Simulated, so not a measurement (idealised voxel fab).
Title: Process Module voxel self aligned contacts
Square cell edge 5 nm, section width 260 nm, ID cut.
Just so we're on the same page, the cross-sections are grids of square cells, and they're listed out in bands top to bottom, each band one or more rows deep. Heads up on the band format: heights come first, top then bottom, in nm. After that it's the materials left to right, each with its width in nm. A single material flagged "edge to edge" fills the whole band edge to edge, and "air" means there's empty space there. The level at which height equals 0 is the one under which the wafer, as it arrives, is entirely one material. No lower edge exists for the bottom band, which continues downward and is notated as in "0 -> down". Note: "30..40" means the width goes from the first number (top row of the band) to the second number (bottom row) in equal steps per row of cells. What does "no modification" mean for a step? It means no cell of the cross-section changed in that step. This entry, "Closed internal cavities", enumerates those empty regions of no fewer than 8 cells that possess no open connection to the top. Each region is reported in the form width x height at distance, the distance being taken from the left edge, with all three quantities expressed in nm. That trailing text on a step's line, after the settings, is the simulator's own remark on the step. A step line may carry the setting "overlay nm", which, for steps involving a mask, states the distance by which the mask lay to the right of its intended position; negative values denote displacement to the left.
-- Intended process steps
1: op RECEIVE | material Si
2: op OXIDIZE | depth nm 5
3: op DIRECTIONAL_DEP | material polySi | thk nm 30
4: op DIRECTIONAL_DEP | material SiN | thk nm 25
5: op PATTERN | tone cover | mask id GATE | material resist | width nm 25 | pitch nm 70 | thk nm 15 | overlay nm 0
6: op DIRECTIONAL_ETCH | etch materials SiN | depth nm 25
7: op DIRECTIONAL_ETCH | etch materials polySi | depth nm 30
8: op STRIP | etch materials resist
9: op CONFORMAL_DEP | material SiN | thk nm 10
10: op DIRECTIONAL_ETCH | etch materials SiN | depth nm 10
11: op FILL_DEP | material SiO2 | thk nm 15
12: op CMP | height nm 65
13: op MASKED_ETCH | tone open | mask id CONTACT | width nm 55 | pitch nm 70 | etch materials SiO2 | depth nm 70 | overlay nm 0
14: op CONFORMAL_DEP | material TiN | thk nm 5
15: op FILL_DEP | material W | thk nm 10
16: op CMP | height nm 65
17: op CONFORMAL_DEP | material SiN | thk nm 5
-- Delivered wafer in cross-section: state after step 1
  0 -> down  Si edge to edge
  Closed internal cavities: none
-- End-of-module XS, first of two wafers, run as planned
  70 -> 65  SiN edge to edge
  65 -> 55  SiO2=65, TiN=5..20, W=45..15, TiN=5..20, SiO2=15, TiN=5..20, W=45..15, TiN=5..20, SiO2=70
  55 -> 30  SiO2=35, SiN=45, TiN=5, W=15, TiN=5, SiN=45, TiN=5, W=15, TiN=5, SiN=45, SiO2=40
  30 -> 0  SiO2=35, SiN=10, polySi=25, SiN=10, TiN=5, W=15, TiN=5, SiN=10, polySi=25, SiN=10, TiN=5, W=15, TiN=5, SiN=10, polySi=25, SiN=10, SiO2=40
  0 -> -5  SiO2=80, TiN=25, SiO2=45, TiN=25, SiO2=85
  -5 -> down  Si edge to edge
  Closed internal cavities: none
-- Cross-section of the latter of the two wafers at module completion. It had an identical start and an identical plan to the former; in running it, one mistake was made
  70 -> 65  SiN edge to edge
  65 -> 60  SiO2=35, SiN=45, TiN=5, W=15, TiN=5, SiN=45, TiN=5, W=15, TiN=5, SiN=45, SiO2=40
  60 -> 35  SiO2=35, SiN=10, polySi=25, SiN=10, TiN=5, W=15, TiN=5, SiN=10, polySi=25, SiN=10, TiN=5, W=15, TiN=5, SiN=10, polySi=25, SiN=10, SiO2=40
  35 -> 30  SiO2=35, SiN=10, polySi=25, SiN=10, TiN=25, SiN=10, polySi=25, SiN=10, TiN=25, SiN=10, polySi=25, SiN=10, SiO2=40
  30 -> 0  polySi edge to edge
  0 -> -5  SiO2 edge to edge
  -5 -> down  Si edge to edge
  Closed internal cavities: none
Against the plan, the run slipped here: step 3 from the plan got run twice
The closing comparison, in cells, has the second wafer with more or fewer of some materials than the first: SiN -108 | SiO2 -110 | TiN -40 | W -54 | polySi +312
